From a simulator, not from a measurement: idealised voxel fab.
Proc. module: voxel capacitor over wiring
Each square cell in cross-section cut measures 5 nm, and the section as a whole is 240 nm wide.
Square cells in a grid make up a cross-section in this document, and the grid is given as bands, listed from the top down, each one or more rows of cells. Heads up on the band format: heights come first, top then bottom, in nm. After that it's the materials left to right, each with its width in nm. A single material flagged "full width" fills the whole band edge to edge, and "blank" means there's empty space there. A quick word on heights: they are counted from 0, and under that level the wafer as it came to us is one material throughout. The lowest band is different from the rest in having no bottom; it simply continues downward, written as in "z 0 and below". The notation "30 to 40" denotes a width that varies across the rows of cells in the band, beginning at the first number in the top row, finishing at the second number in the bottom row, and changing by an identical amount from each row to the next. "changes: none" for a step: no cell of the cross-section changed in that step. Empty spaces without an open route to the top, at least 8 cells in extent, make up the entry "Catalogued sealed voids"; each is given as width x height at distance, where the distance is measured from the left edge, and all are in nm. On a step's line, text after the settings is the simulator commenting on that step. overlay nm: step with mask; distance mask lay right of planned place; negative value = left of planned place.

### Process steps foreseen in the plan
step 1: RECEIVE (material Si)
step 2: CONFORMAL_DEP (material SiO2; thk nm 10)
step 3: DIRECTIONAL_DEP (material TiN; thk nm 5)
step 4: DIRECTIONAL_DEP (material W; thk nm 15)
step 5: DIRECTIONAL_DEP (material aC; thk nm 15)
step 6: PATTERN (tone cover; mask id METAL_1; material resist; width nm 20; pitch nm 70; thk nm 35; overlay nm 0)
step 7: DIRECTIONAL_ETCH (etch materials aC; depth nm 15)
step 8: STRIP (etch materials resist)
step 9: DIRECTIONAL_ETCH (etch materials W; depth nm 15)
step 10: DIRECTIONAL_ETCH (etch materials TiN; depth nm 5)
step 11: STRIP (etch materials aC)
step 12: FILL_DEP (material lowk; thk nm 5)
step 13: CMP (height nm 30)
step 14: CONFORMAL_DEP (material SiCN; thk nm 5)
step 15: DIRECTIONAL_DEP (material lowk; thk nm 10)
step 16: DIRECTIONAL_DEP (material aC; thk nm 10)
step 17: PATTERN (tone open; mask id PLUG_1; material resist; width nm 15; thk nm 30; overlay nm 0)
step 18: DIRECTIONAL_ETCH (etch materials aC; depth nm 10)
step 19: STRIP (etch materials resist)
step 20: DIRECTIONAL_ETCH (etch materials lowk; depth nm 10)
step 21: DIRECTIONAL_ETCH (etch materials SiCN; depth nm 5)
step 22: STRIP (etch materials aC)
step 23: CONFORMAL_DEP (material TiN; thk nm 5)
step 24: FILL_DEP (material W; thk nm 10)
step 25: CMP (height nm 45)
step 26: DIRECTIONAL_DEP (material TiN; thk nm 5)
step 27: DIRECTIONAL_DEP (material SiN; thk nm 5)
step 28: DIRECTIONAL_DEP (material TiN; thk nm 10)
step 29: DIRECTIONAL_DEP (material aC; thk nm 15)
step 30: PATTERN (tone cover; mask id UPPER_PLATE; material resist; width nm 55; thk nm 35; overlay nm 0)
step 31: DIRECTIONAL_ETCH (etch materials aC; depth nm 15)
step 32: STRIP (etch materials resist)
step 33: DIRECTIONAL_ETCH (etch materials TiN; depth nm 10)
step 34: DIRECTIONAL_ETCH (etch materials SiN; depth nm 5)
step 35: STRIP (etch materials aC)
step 36: PATTERN (tone cover; mask id LOWER_PLATE; material resist; width nm 65; thk nm 15; overlay nm 0)
step 37: DIRECTIONAL_ETCH (etch materials TiN; depth nm 5)
step 38: STRIP (etch materials resist)
step 39: FILL_DEP (material SiO2; thk nm 15)
step 40: CMP (height nm 75)
step 41: PATTERN (tone open; mask id PLUG_2; material resist; width nm 15; thk nm 20; overlay nm 0)
step 42: DIRECTIONAL_ETCH (etch materials SiO2; depth nm 10)
step 43: STRIP (etch materials resist)
step 44: CONFORMAL_DEP (material TiN; thk nm 5)
step 45: FILL_DEP (material Ru; thk nm 5)
step 46: CMP (height nm 75)
step 47: CONFORMAL_DEP (material SiCN; thk nm 5)

### Below: the first of two wafers, run as planned

### The cross-section here shows the wafer as received, i.e. in its state after step 1
> z 0 and below: Si full width
> Catalogued sealed voids: none

### Cross-section of the wafer subsequent to step 2
> z 10 to 0: SiO2 full width
> Nothing below the height 0 has changed.

### Cross-section of the wafer subsequent to step 3
> z 15 to 10: TiN full width
> Nothing below the height 10 has changed.

### Cross-section of the wafer subsequent to step 4
> z 30 to 15: W full width
> Nothing below the height 15 has changed.

### Cross-section of the wafer subsequent to step 5
> z 45 to 30: aC full width
> Nothing below the height 30 has changed.

### Cross-section of the wafer subsequent to step 6
> z 80 to 45: blank: 75, then resist: 20, then blank: 50, then resist: 20, then blank: 75
> Nothing below the height 45 has changed.

### Cross-section of the wafer subsequent to step 7
> z 65 to 45: blank: 75, then resist: 20, then blank: 50, then resist: 20, then blank: 75
> z 45 to 30: blank: 75, then aC: 20, then blank: 50, then aC: 20, then blank: 75
> Nothing below the height 30 has changed.

### Cross-section of the wafer subsequent to step 8
> z 45 to 30: blank: 75, then aC: 20, then blank: 50, then aC: 20, then blank: 75
> Nothing below the height 30 has changed.

### Cross-section of the wafer subsequent to step 9
> z 45 to 30: blank: 75, then aC: 20, then blank: 50, then aC: 20, then blank: 75
> z 30 to 15: blank: 75, then W: 20, then blank: 50, then W: 20, then blank: 75
> Nothing below the height 15 has changed.

### Cross-section of the wafer subsequent to step 10
> z 45 to 30: blank: 75, then aC: 20, then blank: 50, then aC: 20, then blank: 75
> z 30 to 15: blank: 75, then W: 20, then blank: 50, then W: 20, then blank: 75
> z 15 to 10: blank: 75, then TiN: 20, then blank: 50, then TiN: 20, then blank: 75
> Nothing below the height 10 has changed.

### Cross-section of the wafer subsequent to step 11
> z 30 to 15: blank: 75, then W: 20, then blank: 50, then W: 20, then blank: 75
> Nothing below the height 15 has changed.

### Cross-section of the wafer subsequent to step 12
> z 35 to 30: lowk full width
> z 30 to 15: lowk: 75, then W: 20, then lowk: 50, then W: 20, then lowk: 75
> z 15 to 10: lowk: 75, then TiN: 20, then lowk: 50, then TiN: 20, then lowk: 75
> Nothing below the height 10 has changed.

### Cross-section of the wafer subsequent to step 13
> z 30 to 15: lowk: 75, then W: 20, then lowk: 50, then W: 20, then lowk: 75
> Nothing below the height 15 has changed.

### Cross-section of the wafer subsequent to step 14
> z 35 to 30: SiCN full width
> Nothing below the height 30 has changed.

### Cross-section of the wafer subsequent to step 15
> z 45 to 35: lowk full width
> Nothing below the height 35 has changed.

### Cross-section of the wafer subsequent to step 16
> z 55 to 45: aC full width
> Nothing below the height 45 has changed.

### Cross-section of the wafer subsequent to step 17
> z 85 to 55: resist: 80, then blank: 15, then resist: 145
> Nothing below the height 55 has changed.

### Cross-section of the wafer subsequent to step 18
> z 75 to 55: resist: 80, then blank: 15, then resist: 145
> z 55 to 45: aC: 80, then blank: 15, then aC: 145
> Nothing below the height 45 has changed.

### Cross-section of the wafer subsequent to step 19
> z 55 to 45: aC: 80, then blank: 15, then aC: 145
> Nothing below the height 45 has changed.

### Cross-section of the wafer subsequent to step 20
> z 55 to 45: aC: 80, then blank: 15, then aC: 145
> z 45 to 35: lowk: 80, then blank: 15, then lowk: 145
> Nothing below the height 35 has changed.

### Cross-section of the wafer subsequent to step 21
> z 55 to 45: aC: 80, then blank: 15, then aC: 145
> z 45 to 35: lowk: 80, then blank: 15, then lowk: 145
> z 35 to 30: SiCN: 80, then blank: 15, then SiCN: 145
> Nothing below the height 30 has changed.

### Cross-section of the wafer subsequent to step 22
> z 45 to 35: lowk: 80, then blank: 15, then lowk: 145
> Nothing below the height 35 has changed.

### Cross-section of the wafer subsequent to step 23
> z 50 to 45: TiN: 85, then blank: 5, then TiN: 150
> z 45 to 35: lowk: 80, then TiN: 5, then blank: 5, then TiN: 5, then lowk: 145
> z 35 to 30: SiCN: 80, then TiN: 15, then SiCN: 145
> Nothing below the height 30 has changed.

### Cross-section of the wafer subsequent to step 24
> z 60 to 50: W full width
> z 50 to 45: TiN: 85, then W: 5, then TiN: 150
> z 45 to 35: lowk: 80, then TiN: 5, then W: 5, then TiN: 5, then lowk: 145
> Nothing below the height 35 has changed.

### Cross-section of the wafer subsequent to step 25
> z 45 to 35: lowk: 80, then TiN: 5, then W: 5, then TiN: 5, then lowk: 145
> Nothing below the height 35 has changed.

### Cross-section of the wafer subsequent to step 26
> z 50 to 45: TiN full width
> Nothing below the height 45 has changed.

### Cross-section of the wafer subsequent to step 27
> z 55 to 50: SiN full width
> Nothing below the height 50 has changed.

### Cross-section of the wafer subsequent to step 28
> z 65 to 55: TiN full width
> Nothing below the height 55 has changed.

### Cross-section of the wafer subsequent to step 29
> z 80 to 65: aC full width
> Nothing below the height 65 has changed.

### Cross-section of the wafer subsequent to step 30
> z 115 to 80: blank: 80, then resist: 55, then blank: 105
> Nothing below the height 80 has changed.

### Cross-section of the wafer subsequent to step 31
> z 100 to 80: blank: 80, then resist: 55, then blank: 105
> z 80 to 65: blank: 80, then aC: 55, then blank: 105
> Nothing below the height 65 has changed.

### Cross-section of the wafer subsequent to step 32
> z 80 to 65: blank: 80, then aC: 55, then blank: 105
> Nothing below the height 65 has changed.

### Cross-section of the wafer subsequent to step 33
> z 80 to 65: blank: 80, then aC: 55, then blank: 105
> z 65 to 55: blank: 80, then TiN: 55, then blank: 105
> Nothing below the height 55 has changed.

### Cross-section of the wafer subsequent to step 34
> z 80 to 65: blank: 80, then aC: 55, then blank: 105
> z 65 to 55: blank: 80, then TiN: 55, then blank: 105
> z 55 to 50: blank: 80, then SiN: 55, then blank: 105
> Nothing below the height 50 has changed.

### Cross-section of the wafer subsequent to step 35
> z 65 to 55: blank: 80, then TiN: 55, then blank: 105
> Nothing below the height 55 has changed.

### Cross-section of the wafer subsequent to step 36
> z 80 to 65: blank: 75, then resist: 65, then blank: 100
> z 65 to 55: blank: 75, then resist: 5, then TiN: 55, then resist: 5, then blank: 100
> z 55 to 50: blank: 75, then resist: 5, then SiN: 55, then resist: 5, then blank: 100
> Nothing below the height 50 has changed.

### Cross-section of the wafer subsequent to step 37
> z 80 to 65: blank: 75, then resist: 65, then blank: 100
> z 65 to 55: blank: 75, then resist: 5, then TiN: 55, then resist: 5, then blank: 100
> z 55 to 50: blank: 75, then resist: 5, then SiN: 55, then resist: 5, then blank: 100
> z 50 to 45: blank: 75, then TiN: 65, then blank: 100
> Nothing below the height 45 has changed.

### Cross-section of the wafer subsequent to step 38
> z 65 to 55: blank: 80, then TiN: 55, then blank: 105
> z 55 to 50: blank: 80, then SiN: 55, then blank: 105
> Nothing below the height 50 has changed.

### Cross-section of the wafer subsequent to step 39
> z 80 to 65: SiO2 full width
> z 65 to 55: SiO2: 80, then TiN: 55, then SiO2: 105
> z 55 to 50: SiO2: 80, then SiN: 55, then SiO2: 105
> z 50 to 45: SiO2: 75, then TiN: 65, then SiO2: 100
> Nothing below the height 45 has changed.

### Cross-section of the wafer subsequent to step 40
> z 75 to 65: SiO2 full width
> Nothing below the height 65 has changed.

### Cross-section of the wafer subsequent to step 41
> z 95 to 75: resist: 90, then blank: 15, then resist: 135
> Nothing below the height 75 has changed.

### Cross-section of the wafer subsequent to step 42
> z 95 to 75: resist: 90, then blank: 15, then resist: 135
> z 75 to 65: SiO2: 90, then blank: 15, then SiO2: 135
> Nothing below the height 65 has changed.

### Cross-section of the wafer subsequent to step 43
> z 75 to 65: SiO2: 90, then blank: 15, then SiO2: 135
> Nothing below the height 65 has changed.

### Cross-section of the wafer subsequent to step 44
> z 80 to 75: TiN: 95, then blank: 5, then TiN: 140
> z 75 to 70: SiO2: 90, then TiN: 5, then blank: 5, then TiN: 5, then SiO2: 135
> z 70 to 65: SiO2: 90, then TiN: 15, then SiO2: 135
> Nothing below the height 65 has changed.

### Cross-section of the wafer subsequent to step 45
> z 85 to 80: Ru full width
> z 80 to 75: TiN: 95, then Ru: 5, then TiN: 140
> z 75 to 70: SiO2: 90, then TiN: 5, then Ru: 5, then TiN: 5, then SiO2: 135
> Nothing below the height 70 has changed.

### Cross-section of the wafer subsequent to step 46
> z 75 to 70: SiO2: 90, then TiN: 5, then Ru: 5, then TiN: 5, then SiO2: 135
> Nothing below the height 70 has changed.

### Cross-section of the wafer subsequent to step 47
> z 80 to 75: SiCN full width
> Nothing below the height 75 has changed.

### Notes, second wafer: start = first wafer's, plan = first wafer's, execution had one mistake; history identical to first through step 45

### Second wafer at the planned finish of step 46, seen in cross-section
> z 70 to 65: SiO2: 90, then TiN: 15, then SiO2: 135
> Nothing below the height 65 has changed.

### Second wafer at the planned finish of step 47, seen in cross-section
> z 75 to 70: SiCN full width
> Nothing below the height 70 has changed.
Heads up, the wafer didn't run the way we planned it: step 46: run off-plan, actual operation and settings CMP (height nm 70)
The second wafer ends with more or fewer cells of some materials than the first, per final count: -1 Ru | -45 SiO2 | -2 TiN
